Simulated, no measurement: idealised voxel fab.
This is a process module. Its name is voxel transistor to metal.
Cross-section cut spans 155 nm and uses square cells 5 nm in size.
Cross-section layout: square cells on a grid; listed as bands, top to bottom; a band spans one or more cell rows.
Within each band entry, the heights of the top and of the bottom of the band appear first, in that order and in nm; the materials of the band then follow from left to right, each with its corresponding width in nm. The designation "full width" on a single material indicates that it fills the band from edge to edge; the designation "air" indicates empty space.
Height datum 0, below which the as-received substrate wafer is one material. Lowest band open at the bottom, running downward: "0 down".
With a width like "30..40", each row of cells in the band differs from the next by the same amount, the top row carrying the first number and the bottom row the second.
For the purposes of this document, the phrase "everything unchanged" attached to a step denotes that no cell within the cross-section was modified by that step.
"Voids, fully enclosed": empty spaces of 8 cells or more with no open way to the top, each given as width x height at distance, distance from the left edge, all in nm.
Past the settings on a step's line: simulator remark, on that step.
overlay nm: for a step with a mask, the amount by which the mask lay right of where it was planned; a negative amount means left of it.
Pairs from here to the end. Each: cross-section before one process step, cross-section after it, the latter only as far down as the lowest band that changed. Under each: the step between, and its settings. Mind that the pairs may be taken from different runs of this module on the same starting wafer; whether a pair continues from the pair above depends on its entry headed "Before processing", and it does only where that entry says so.
Before processing
    55 to 40: resist 60 nm | air 30 nm | resist 65 nm
    40 to 35: SiCN 10 nm | resist 50 nm | air 30 nm | resist 50 nm | SiCN 15 nm
    35 to 25: SiCN full width
    25 to 20: polySi 10 nm | SiCN 130 nm | polySi 15 nm
    20 to 5: polySi full width
    5 to 0: SiO2 10 nm | polySi 130 nm | SiO2 15 nm
    0 to -5: SiO2 full width
    -5 to -20: SiO2 15 nm | Si 120 nm | SiO2 20 nm
    -20 down: Si full width
    Voids, fully enclosed: none
Sectional View, Post-Process
    55 to 40: resist 60 nm | air 30 nm | resist 65 nm
    40 to 35: SiCN 10 nm | resist 50 nm | air 30 nm | resist 50 nm | SiCN 15 nm
    35 to 25: SiCN 60 nm | air 30 nm | SiCN 65 nm
    25 to 20: polySi 10 nm | SiCN 50 nm | air 30 nm | SiCN 50 nm | polySi 15 nm
    Everything under 20 stays put, no change at all.
    Voids, fully enclosed: none
What was done to get from the before section above to the after section? DIRECTIONAL_ETCH: etch materials SiCN, depth nm 25
Before processing: this step begins from the cross-section that the pair just above shows after its step.
Sectional View, Post-Process
    55 to 40: resist 60 nm | air 30 nm | resist 65 nm
    40 to 35: SiCN 10 nm | resist 50 nm | air 30 nm | resist 50 nm | SiCN 15 nm
    35 to 25: SiCN 60 nm | air 30 nm | SiCN 65 nm
    25 to 20: polySi 10 nm | SiCN 50 nm | air 30 nm | SiCN 50 nm | polySi 15 nm
    20 to 5: polySi 60 nm | air 30 nm | polySi 65 nm
    5 to 0: SiO2 10 nm | polySi 50 nm | air 30 nm | polySi 50 nm | SiO2 15 nm
    Everything under 0 stays put, no change at all.
    Voids, fully enclosed: none
What was done to get from the before section above to the after section? DIRECTIONAL_ETCH: etch materials polySi, depth nm 30
Before processing: this step begins from the cross-section that the pair just above shows after its step.
Sectional View, Post-Process
    40 to 35: SiCN 10 nm | air 130 nm | SiCN 15 nm
    Everything under 35 stays put, no change at all.
    Voids, fully enclosed: none
What was done to get from the before section above to the after section? STRIP: etch materials resist
Before processing: this step begins from the cross-section that the pair just above shows after its step.
Sectional View, Post-Process
    45 to 40: SiN 15 nm | air 120 nm | SiN 20 nm
    40 to 35: SiCN 10 nm | SiN 55 nm | air 20 nm | SiN 55 nm | SiCN 15 nm
    35 to 25: SiCN 60 nm | SiN 5 nm | air 20 nm | SiN 5 nm | SiCN 65 nm
    25 to 20: polySi 10 nm | SiCN 50 nm | SiN 5 nm | air 20 nm | SiN 5 nm | SiCN 50 nm | polySi 15 nm
    20 to 5: polySi 60 nm | SiN 5 nm | air 20 nm | SiN 5 nm | polySi 65 nm
    5 to 0: SiO2 10 nm | polySi 50 nm | SiN 30 nm | polySi 50 nm | SiO2 15 nm
    Everything under 0 stays put, no change at all.
    Voids, fully enclosed: none
What was done to get from the before section above to the after section? CONFORMAL_DEP: material SiN, thk nm 5
Before processing: this step begins from the cross-section that the pair just above shows after its step.
Sectional View, Post-Process
    40 to 35: SiCN 10 nm | SiN 5 nm | air 120 nm | SiN 5 nm | SiCN 15 nm
    35 to 25: SiCN 60 nm | SiN 5 nm | air 20 nm | SiN 5 nm | SiCN 65 nm
    25 to 20: polySi 10 nm | SiCN 50 nm | SiN 5 nm | air 20 nm | SiN 5 nm | SiCN 50 nm | polySi 15 nm
    20 to 5: polySi 60 nm | SiN 5 nm | air 20 nm | SiN 5 nm | polySi 65 nm
    5 to 0: SiO2 10 nm | polySi 50 nm | SiN 5 nm | air 20 nm | SiN 5 nm | polySi 50 nm | SiO2 15 nm
    Everything under 0 stays put, no change at all.
    Voids, fully enclosed: none
What was done to get from the before section above to the after section? DIRECTIONAL_ETCH: etch materials SiN, depth nm 5
Before processing: this step begins from the cross-section that the pair just above shows after its step.
Sectional View, Post-Process
    40 to 35: SiCN 10 nm | SiN 5 nm | air 120 nm | SiN 5 nm | SiCN 15 nm
    35 to 25: SiCN 60 nm | SiN 5 nm | air 20 nm | SiN 5 nm | SiCN 65 nm
    25 to 20: polySi 10 nm | SiCN 50 nm | SiN 5 nm | air 20 nm | SiN 5 nm | SiCN 50 nm | polySi 15 nm
    20 to 5: polySi 60 nm | SiN 5 nm | air 20 nm | SiN 5 nm | polySi 65 nm
    5 to 0: SiO2 10 nm | polySi 50 nm | SiN 5 nm | air 20 nm | SiN 5 nm | polySi 50 nm | SiO2 15 nm
    0 to -5: SiO2 65 nm | air 20 nm | SiO2 70 nm
    Everything under -5 stays put, no change at all.
    Voids, fully enclosed: none
What was done to get from the before section above to the after section? DIRECTIONAL_ETCH: etch materials SiO2, depth nm 5
Before processing: this step begins from the cross-section that the pair just above shows after its step.
Sectional View, Post-Process
    40 to 35: SiCN 10 nm | SiN 5 nm | air 120 nm | SiN 5 nm | SiCN 15 nm
    35 to 25: SiCN 60 nm | SiN 5 nm | air 20 nm | SiN 5 nm | SiCN 65 nm
    25 to 20: polySi 10 nm | SiCN 50 nm | SiN 5 nm | air 20 nm | SiN 5 nm | SiCN 50 nm | polySi 15 nm
    20 to 5: polySi 60 nm | SiN 5 nm | air 20 nm | SiN 5 nm | polySi 65 nm
    5 to 0: SiO2 10 nm | polySi 50 nm | SiN 5 nm | air 20 nm | SiN 5 nm | polySi 50 nm | SiO2 15 nm
    0 to -5: SiO2 65 nm | air 20 nm | SiO2 70 nm
    -5 to -20: SiO2 15 nm | Si 50 nm | air 20 nm | Si 50 nm | SiO2 20 nm
    Everything under -20 stays put, no change at all.
    Voids, fully enclosed: none
What was done to get from the before section above to the after section? DIRECTIONAL_ETCH: etch materials Si, depth nm 15
Before processing: this step begins from the cross-section that the pair just above shows after its step.
Sectional View, Post-Process
    40 to 35: SiCN 10 nm | SiN 5 nm | air 120 nm | SiN 5 nm | SiCN 15 nm
    35 to 25: SiCN 60 nm | SiN 5 nm | air 20 nm | SiN 5 nm | SiCN 65 nm
    25 to 20: polySi 10 nm | SiCN 50 nm | SiN 5 nm | air 20 nm | SiN 5 nm | SiCN 50 nm | polySi 15 nm
    20 to 10: polySi 60 nm | SiN 5 nm | air 20 nm | SiN 5 nm | polySi 65 nm
    10 to 5: polySi 60 nm | SiN 5 nm | SiGe 20 nm | SiN 5 nm | polySi 65 nm
    5 to 0: SiO2 10 nm | polySi 50 nm | SiN 5 nm | SiGe 20 nm | SiN 5 nm | polySi 50 nm | SiO2 15 nm
    0 to -5: SiO2 65 nm | SiGe 20 nm | SiO2 70 nm
    -5 to -20: SiO2 15 nm | Si 50 nm | SiGe 20 nm | Si 50 nm | SiO2 20 nm
    Everything under -20 stays put, no change at all.
    Voids, fully enclosed: none
What was done to get from the before section above to the after section? EPI: material SiGe, thk nm 15
Before processing: this step begins from the cross-section that the pair just above shows after its step.
Sectional View, Post-Process
    50 to 40: SiO2 full width
    40 to 35: SiCN 10 nm | SiN 5 nm | SiO2 120 nm | SiN 5 nm | SiCN 15 nm
    35 to 25: SiCN 60 nm | SiN 5 nm | SiO2 20 nm | SiN 5 nm | SiCN 65 nm
    25 to 20: polySi 10 nm | SiCN 50 nm | SiN 5 nm | SiO2 20 nm | SiN 5 nm | SiCN 50 nm | polySi 15 nm
    20 to 10: polySi 60 nm | SiN 5 nm | SiO2 20 nm | SiN 5 nm | polySi 65 nm
    Everything under 10 stays put, no change at all.
    Voids, fully enclosed: none
What was done to get from the before section above to the after section? FILL_DEP: material SiO2, thk nm 10
Before processing: this step begins from the cross-section that the pair just above shows after its step.
Sectional View, Post-Process
    20 to 10: polySi 60 nm | SiN 5 nm | SiO2 20 nm | SiN 5 nm | polySi 65 nm
    Everything under 10 stays put, no change at all.
    Voids, fully enclosed: none
What was done to get from the before section above to the after section? CMP: height nm 20
Before processing: this step begins from the cross-section that the pair just above shows after its step.
Sectional View, Post-Process
    20 to 10: air 60 nm | SiN 5 nm | SiO2 20 nm | SiN 5 nm | air 65 nm
    10 to 5: air 60 nm | SiN 5 nm | SiGe 20 nm | SiN 5 nm | air 65 nm
    5 to 0: SiO2 10 nm | air 50 nm | SiN 5 nm | SiGe 20 nm | SiN 5 nm | air 50 nm | SiO2 15 nm
    Everything under 0 stays put, no change at all.
    Voids, fully enclosed: none
What was done to get from the before section above to the after section? STRIP: etch materials polySi
Before processing: this step begins from the cross-section that the pair just above shows after its step.
Sectional View, Post-Process
    20 to 15: air 60 nm | SiN 5 nm | air 20 nm | SiN 5 nm | air 65 nm
    15 to 10: air 60 nm | SiN 5 nm | SiO2 20 nm | SiN 5 nm | air 65 nm
    10 to 0: air 60 nm | SiN 5 nm | SiGe 20 nm | SiN 5 nm | air 65 nm
    0 to -5: SiO2 5 nm | air 60 nm | SiGe 20 nm | air 60 nm | SiO2 10 nm
    Everything under -5 stays put, no change at all.
    Voids, fully enclosed: none
What was done to get from the before section above to the after section? SELECTIVE_ETCH: etch materials SiO2, depth nm 5
Before processing: this step begins from the cross-section that the pair just above shows after its step.
Sectional View, Post-Process
    25 to 20: air 55 nm | HfO2 15 nm | air 10 nm | HfO2 15 nm | air 60 nm
    20 to 15: air 55 nm | HfO2 5 nm | SiN 5 nm | HfO2 20 nm | SiN 5 nm | HfO2 5 nm | air 60 nm
    15 to 10: air 55 nm | HfO2 5 nm | SiN 5 nm | SiO2 20 nm | SiN 5 nm | HfO2 5 nm | air 60 nm
    10 to 5: air 55 nm | HfO2 5 nm | SiN 5 nm | SiGe 20 nm | SiN 5 nm | HfO2 5 nm | air 60 nm
    5 to 0: HfO2 10 nm | air 45 nm | HfO2 5 nm | SiN 5 nm | SiGe 20 nm | SiN 5 nm | HfO2 5 nm | air 45 nm | HfO2 15 nm
    0 to -5: SiO2 5 nm | HfO2 60 nm | SiGe 20 nm | HfO2 60 nm | SiO2 10 nm
    Everything under -5 stays put, no change at all.
    Voids, fully enclosed: none
What was done to get from the before section above to the after section? CONFORMAL_DEP: material HfO2, thk nm 5
Before processing: this step begins from the cross-section that the pair just above shows after its step.
Sectional View, Post-Process
    30 to 25: air 50 nm | TiN 50 nm | air 55 nm
    25 to 20: air 50 nm | TiN 5 nm | HfO2 15 nm | TiN 10 nm | HfO2 15 nm | TiN 5 nm | air 55 nm
    20 to 15: air 50 nm | TiN 5 nm | HfO2 5 nm | SiN 5 nm | HfO2 20 nm | SiN 5 nm | HfO2 5 nm | TiN 5 nm | air 55 nm
    15 to 10: air 50 nm | TiN 5 nm | HfO2 5 nm | SiN 5 nm | SiO2 20 nm | SiN 5 nm | HfO2 5 nm | TiN 5 nm | air 55 nm
    10 to 5: TiN 15 nm | air 35 nm | TiN 5 nm | HfO2 5 nm | SiN 5 nm | SiGe 20 nm | SiN 5 nm | HfO2 5 nm | TiN 5 nm | air 35 nm | TiN 20 nm
    5 to 0: HfO2 10 nm | TiN 45 nm | HfO2 5 nm | SiN 5 nm | SiGe 20 nm | SiN 5 nm | HfO2 5 nm | TiN 45 nm | HfO2 15 nm
    Everything under 0 stays put, no change at all.
    Voids, fully enclosed: none
What was done to get from the before section above to the after section? CONFORMAL_DEP: material TiN, thk nm 5
Before processing: this step begins from the cross-section that the pair just above shows after its step.
Sectional View, Post-Process
    40 to 30: W full width
    30 to 25: W 50 nm | TiN 50 nm | W 55 nm
    25 to 20: W 50 nm | TiN 5 nm | HfO2 15 nm | TiN 10 nm | HfO2 15 nm | TiN 5 nm | W 55 nm
    20 to 15: W 50 nm | TiN 5 nm | HfO2 5 nm | SiN 5 nm | HfO2 20 nm | SiN 5 nm | HfO2 5 nm | TiN 5 nm | W 55 nm
    15 to 10: W 50 nm | TiN 5 nm | HfO2 5 nm | SiN 5 nm | SiO2 20 nm | SiN 5 nm | HfO2 5 nm | TiN 5 nm | W 55 nm
    10 to 5: TiN 15 nm | W 35 nm | TiN 5 nm | HfO2 5 nm | SiN 5 nm | SiGe 20 nm | SiN 5 nm | HfO2 5 nm | TiN 5 nm | W 35 nm | TiN 20 nm
    Everything under 5 stays put, no change at all.
    Voids, fully enclosed: none
What was done to get from the before section above to the after section? FILL_DEP: material W, thk nm 10
Before processing: this step begins from the cross-section that the pair just above shows after its step.
Sectional View, Post-Process
    15 to 10: W 50 nm | TiN 5 nm | HfO2 5 nm | SiN 5 nm | SiO2 20 nm | SiN 5 nm | HfO2 5 nm | TiN 5 nm | W 55 nm
    Everything under 10 stays put, no change at all.
    Voids, fully enclosed: none
What was done to get from the before section above to the after section? CMP: height nm 15
Before processing: this step begins from the cross-section that the pair just above shows after its step.
Sectional View, Post-Process
    30 to 15: SiO2 full width
    Everything under 15 stays put, no change at all.
    Voids, fully enclosed: none
What was done to get from the before section above to the after section? DIRECTIONAL_DEP: material SiO2, thk nm 15
Before processing: this step begins from the cross-section that the pair just above shows after its step.
Sectional View, Post-Process
    50 to 30: resist 25 nm | air 20 nm | resist 60 nm | air 20 nm | resist 30 nm
    Everything under 30 stays put, no change at all.
    Voids, fully enclosed: none
What was done to get from the before section above to the after section? PATTERN: tone open, mask id CONTACT, material resist, width nm 20, pitch nm 80, thk nm 20, overlay nm 0
Before processing: this step begins from the cross-section that the pair just above shows after its step.
Sectional View, Post-Process
    50 to 30: resist 25 nm | air 20 nm | resist 60 nm | air 20 nm | resist 30 nm
    30 to 15: SiO2 25 nm | air 20 nm | SiO2 60 nm | air 20 nm | SiO2 30 nm
    Everything under 15 stays put, no change at all.
    Voids, fully enclosed: none
What was done to get from the before section above to the after section? DIRECTIONAL_ETCH: etch materials SiO2, depth nm 35
Before processing: this step begins from the cross-section that the pair just above shows after its step.
Sectional View, Post-Process
    30 to 15: SiO2 25 nm | air 20 nm | SiO2 60 nm | air 20 nm | SiO2 30 nm
    Everything under 15 stays put, no change at all.
    Voids, fully enclosed: none
What was done to get from the before section above to the after section? STRIP: etch materials resist
Before processing: this step begins from the cross-section that the pair just above shows after its step.
Sectional View, Post-Process
    35 to 30: TiN 30 nm | air 10 nm | TiN 70 nm | air 10 nm | TiN 35 nm
    30 to 20: SiO2 25 nm | TiN 5 nm | air 10 nm | TiN 5 nm | SiO2 60 nm | TiN 5 nm | air 10 nm | TiN 5 nm | SiO2 30 nm
    20 to 15: SiO2 25 nm | TiN 20 nm | SiO2 60 nm | TiN 20 nm | SiO2 30 nm
    Everything under 15 stays put, no change at all.
    Voids, fully enclosed: none
What was done to get from the before section above to the after section? CONFORMAL_DEP: material TiN, thk nm 5
Before processing: this step begins from the cross-section that the pair just above shows after its step.
Sectional View, Post-Process
    40 to 35: W full width
    35 to 30: TiN 30 nm | W 10 nm | TiN 70 nm | W 10 nm | TiN 35 nm
    30 to 20: SiO2 25 nm | TiN 5 nm | W 10 nm | TiN 5 nm | SiO2 60 nm | TiN 5 nm | W 10 nm | TiN 5 nm | SiO2 30 nm
    Everything under 20 stays put, no change at all.
    Voids, fully enclosed: none
What was done to get from the before section above to the after section? FILL_DEP: material W, thk nm 5
Before processing: this step begins from the cross-section that the pair just above shows after its step.
Sectional View, Post-Process
    30 to 20: SiO2 25 nm | TiN 5 nm | W 10 nm | TiN 5 nm | SiO2 60 nm | TiN 5 nm | W 10 nm | TiN 5 nm | SiO2 30 nm
    Everything under 20 stays put, no change at all.
    Voids, fully enclosed: none
What was done to get from the before section above to the after section? CMP: height nm 30
Before processing: this step begins from the cross-section that the pair just above shows after its step.
Sectional View, Post-Process
    35 to 30: TiN full width
    Everything under 30 stays put, no change at all.
    Voids, fully enclosed: none
What was done to get from the before section above to the after section? DIRECTIONAL_DEP: material TiN, thk nm 5
Before processing: this step begins from the cross-section that the pair just above shows after its step.
Sectional View, Post-Process
    60 to 35: Ru full width
    Everything under 35 stays put, no change at all.
    Voids, fully enclosed: none
What was done to get from the before section above to the after section? DIRECTIONAL_DEP: material Ru, thk nm 25
Before processing: this step begins from the cross-section that the pair just above shows after its step.
Sectional View, Post-Process
    60 to 35: air 25 nm | Ru 20 nm | air 60 nm | Ru 20 nm | air 30 nm
    Everything under 35 stays put, no change at all.
    Voids, fully enclosed: none
What was done to get from the before section above to the after section? MASKED_ETCH: tone cover, mask id METAL_1, width nm 20, pitch nm 80, etch materials Ru, depth nm 25, overlay nm 0
Before processing: this step begins from the cross-section that the pair just above shows after its step.
Sectional View, Post-Process
    60 to 35: air 25 nm | Ru 20 nm | air 60 nm | Ru 20 nm | air 30 nm
    35 to 30: air 25 nm | TiN 20 nm | air 60 nm | TiN 20 nm | air 30 nm
    Everything under 30 stays put, no change at all.
    Voids, fully enclosed: none
What was done to get from the before section above to the after section? MASKED_ETCH: tone cover, mask id METAL_1, width nm 20, pitch nm 80, etch materials TiN, depth nm 5, overlay nm 0
Before processing: this step begins from the cross-section that the pair just above shows after its step.
Sectional View, Post-Process
    70 to 60: lowk full width
    60 to 35: lowk 25 nm | Ru 20 nm | lowk 60 nm | Ru 20 nm | lowk 30 nm
    35 to 30: lowk 25 nm | TiN 20 nm | lowk 60 nm | TiN 20 nm | lowk 30 nm
    Everything under 30 stays put, no change at all.
    Voids, fully enclosed: none
What was done to get from the before section above to the after section? FILL_DEP: material lowk, thk nm 10
Before processing: this step begins from the cross-section that the pair just above shows after its step.
Sectional View, Post-Process
    60 to 35: lowk 25 nm | Ru 20 nm | lowk 60 nm | Ru 20 nm | lowk 30 nm
    Everything under 35 stays put, no change at all.
    Voids, fully enclosed: none
What was done to get from the before section above to the after section? CMP: height nm 60
Before processing: this step begins from the cross-section that the pair just above shows after its step.
Sectional View, Post-Process
    65 to 60: SiCN full width
    Everything under 60 stays put, no change at all.
    Voids, fully enclosed: none
What was done to get from the before section above to the after section? CONFORMAL_DEP: material SiCN, thk nm 5
Before processing: this step begins from the cross-section that the pair just above shows after its step.
Sectional View, Post-Process
    100 to 65: SiO2 full width
    Everything under 65 stays put, no change at all.
    Voids, fully enclosed: none
What was done to get from the before section above to the after section? DIRECTIONAL_DEP: material SiO2, thk nm 35
Before processing: this step begins from the cross-section that the pair just above shows after its step.
Sectional View, Post-Process
    100 to 80: SiO2 25 nm | air 20 nm | SiO2 60 nm | air 20 nm | SiO2 30 nm
    Everything under 80 stays put, no change at all.
    Voids, fully enclosed: none
What was done to get from the before section above to the after section? MASKED_ETCH: tone open, mask id METAL_2, width nm 20, pitch nm 80, etch materials SiO2, depth nm 20, overlay nm 0
Before processing: this step begins from the cross-section that the pair just above shows after its step.
Sectional View, Post-Process
    110 to 100: aC 25 nm | air 20 nm | aC 60 nm | air 20 nm | aC 30 nm
    100 to 90: SiO2 25 nm | air 20 nm | SiO2 60 nm | air 20 nm | SiO2 30 nm
    90 to 80: SiO2 25 nm | aC 20 nm | SiO2 60 nm | aC 20 nm | SiO2 30 nm
    Everything under 80 stays put, no change at all.
    Voids, fully enclosed: none
What was done to get from the before section above to the after section? DIRECTIONAL_DEP: material aC, thk nm 10
Before processing: this step begins from the cross-section that the pair just above shows after its step.
Sectional View, Post-Process
    140 to 110: resist 25 nm | air 15 nm | resist 65 nm | air 15 nm | resist 35 nm
    110 to 100: aC 25 nm | air 15 nm | resist 5 nm | aC 60 nm | air 15 nm | resist 5 nm | aC 30 nm
    100 to 90: SiO2 25 nm | air 15 nm | resist 5 nm | SiO2 60 nm | air 15 nm | resist 5 nm | SiO2 30 nm
    Everything under 90 stays put, no change at all.
    Voids, fully enclosed: none
What was done to get from the before section above to the after section? PATTERN: tone open, mask id METAL_2_HOLES, material resist, width nm 15, pitch nm 80, thk nm 30, overlay nm 0
Before processing: this step begins from the cross-section that the pair just above shows after its step.
Sectional View, Post-Process
    130 to 110: resist 25 nm | air 15 nm | resist 65 nm | air 15 nm | resist 35 nm
    110 to 100: aC 25 nm | air 15 nm | resist 5 nm | aC 60 nm | air 15 nm | resist 5 nm | aC 30 nm
    100 to 90: SiO2 25 nm | air 15 nm | resist 5 nm | SiO2 60 nm | air 15 nm | resist 5 nm | SiO2 30 nm
    90 to 80: SiO2 25 nm | air 15 nm | aC 5 nm | SiO2 60 nm | air 15 nm | aC 5 nm | SiO2 30 nm
    Everything under 80 stays put, no change at all.
    Voids, fully enclosed: none
What was done to get from the before section above to the after section? DIRECTIONAL_ETCH: etch materials aC, depth nm 10
Before processing: this step begins from the cross-section that the pair just above shows after its step.
Sectional View, Post-Process
    110 to 100: aC 25 nm | air 20 nm | aC 60 nm | air 20 nm | aC 30 nm
    100 to 90: SiO2 25 nm | air 20 nm | SiO2 60 nm | air 20 nm | SiO2 30 nm
    Everything under 90 stays put, no change at all.
    Voids, fully enclosed: none
What was done to get from the before section above to the after section? STRIP: etch materials resist
Before processing: this step begins from the cross-section that the pair just above shows after its step.
Sectional View, Post-Process
    110 to 100: aC 25 nm | air 20 nm | aC 60 nm | air 20 nm | aC 30 nm
    100 to 90: SiO2 25 nm | air 20 nm | SiO2 60 nm | air 20 nm | SiO2 30 nm
    90 to 80: SiO2 25 nm | air 15 nm | aC 5 nm | SiO2 60 nm | air 15 nm | aC 5 nm | SiO2 30 nm
    80 to 65: SiO2 25 nm | air 15 nm | SiO2 65 nm | air 15 nm | SiO2 35 nm
    Everything under 65 stays put, no change at all.
    Voids, fully enclosed: none
What was done to get from the before section above to the after section? DIRECTIONAL_ETCH: etch materials SiO2, depth nm 15
Before processing: this step begins from the cross-section that the pair just above shows after its step.
Sectional View, Post-Process
    110 to 100: aC 25 nm | air 20 nm | aC 60 nm | air 20 nm | aC 30 nm
    100 to 90: SiO2 25 nm | air 20 nm | SiO2 60 nm | air 20 nm | SiO2 30 nm
    90 to 80: SiO2 25 nm | air 15 nm | aC 5 nm | SiO2 60 nm | air 15 nm | aC 5 nm | SiO2 30 nm
    80 to 65: SiO2 25 nm | air 15 nm | SiO2 65 nm | air 15 nm | SiO2 35 nm
    65 to 60: SiCN 25 nm | air 15 nm | SiCN 65 nm | air 15 nm | SiCN 35 nm
    Everything under 60 stays put, no change at all.
    Voids, fully enclosed: none
What was done to get from the before section above to the after section? DIRECTIONAL_ETCH: etch materials SiCN, depth nm 5
Before processing: this step begins from the cross-section that the pair just above shows after its step.
Sectional View, Post-Process
    100 to 80: SiO2 25 nm | air 20 nm | SiO2 60 nm | air 20 nm | SiO2 30 nm
    Everything under 80 stays put, no change at all.
    Voids, fully enclosed: none
What was done to get from the before section above to the after section? STRIP: etch materials aC
Before processing: this step begins from the cross-section that the pair just above shows after its step.
Sectional View, Post-Process
    105 to 100: TiN 30 nm | air 10 nm | TiN 70 nm | air 10 nm | TiN 35 nm
    100 to 85: SiO2 25 nm | TiN 5 nm | air 10 nm | TiN 5 nm | SiO2 60 nm | TiN 5 nm | air 10 nm | TiN 5 nm | SiO2 30 nm
    85 to 80: SiO2 25 nm | TiN 5 nm | air 5 nm | TiN 10 nm | SiO2 60 nm | TiN 5 nm | air 5 nm | TiN 10 nm | SiO2 30 nm
    80 to 65: SiO2 25 nm | TiN 5 nm | air 5 nm | TiN 5 nm | SiO2 65 nm | TiN 5 nm | air 5 nm | TiN 5 nm | SiO2 35 nm
    65 to 60: SiCN 25 nm | TiN 15 nm | SiCN 65 nm | TiN 15 nm | SiCN 35 nm
    Everything under 60 stays put, no change at all.
    Voids, fully enclosed: none
What was done to get from the before section above to the after section? CONFORMAL_DEP: material TiN, thk nm 5
Before processing: this step begins from the cross-section that the pair just above shows after its step.
Sectional View, Post-Process
    115 to 105: Cu full width
    105 to 100: TiN 30 nm | Cu 10 nm | TiN 70 nm | Cu 10 nm | TiN 35 nm
    100 to 85: SiO2 25 nm | TiN 5 nm | Cu 10 nm | TiN 5 nm | SiO2 60 nm | TiN 5 nm | Cu 10 nm | TiN 5 nm | SiO2 30 nm
    85 to 80: SiO2 25 nm | TiN 5 nm | Cu 5 nm | TiN 10 nm | SiO2 60 nm | TiN 5 nm | Cu 5 nm | TiN 10 nm | SiO2 30 nm
    80 to 65: SiO2 25 nm | TiN 5 nm | Cu 5 nm | TiN 5 nm | SiO2 65 nm | TiN 5 nm | Cu 5 nm | TiN 5 nm | SiO2 35 nm
    Everything under 65 stays put, no change at all.
    Voids, fully enclosed: none
What was done to get from the before section above to the after section? FILL_DEP: material Cu, thk nm 10
Before processing: this step begins from the cross-section that the pair just above shows after its step.
Sectional View, Post-Process
    100 to 85: SiO2 25 nm | TiN 5 nm | Cu 10 nm | TiN 5 nm | SiO2 60 nm | TiN 5 nm | Cu 10 nm | TiN 5 nm | SiO2 30 nm
    Everything under 85 stays put, no change at all.
    Voids, fully enclosed: none
What was done to get from the before section above to the after section? CMP: height nm 100
Before processing: this step begins from the cross-section that the pair just above shows after its step.
Sectional View, Post-Process
    105 to 100: SiCN full width
    Everything under 100 stays put, no change at all.
    Voids, fully enclosed: none
What was done to get from the before section above to the after section? CONFORMAL_DEP: material SiCN, thk nm 5
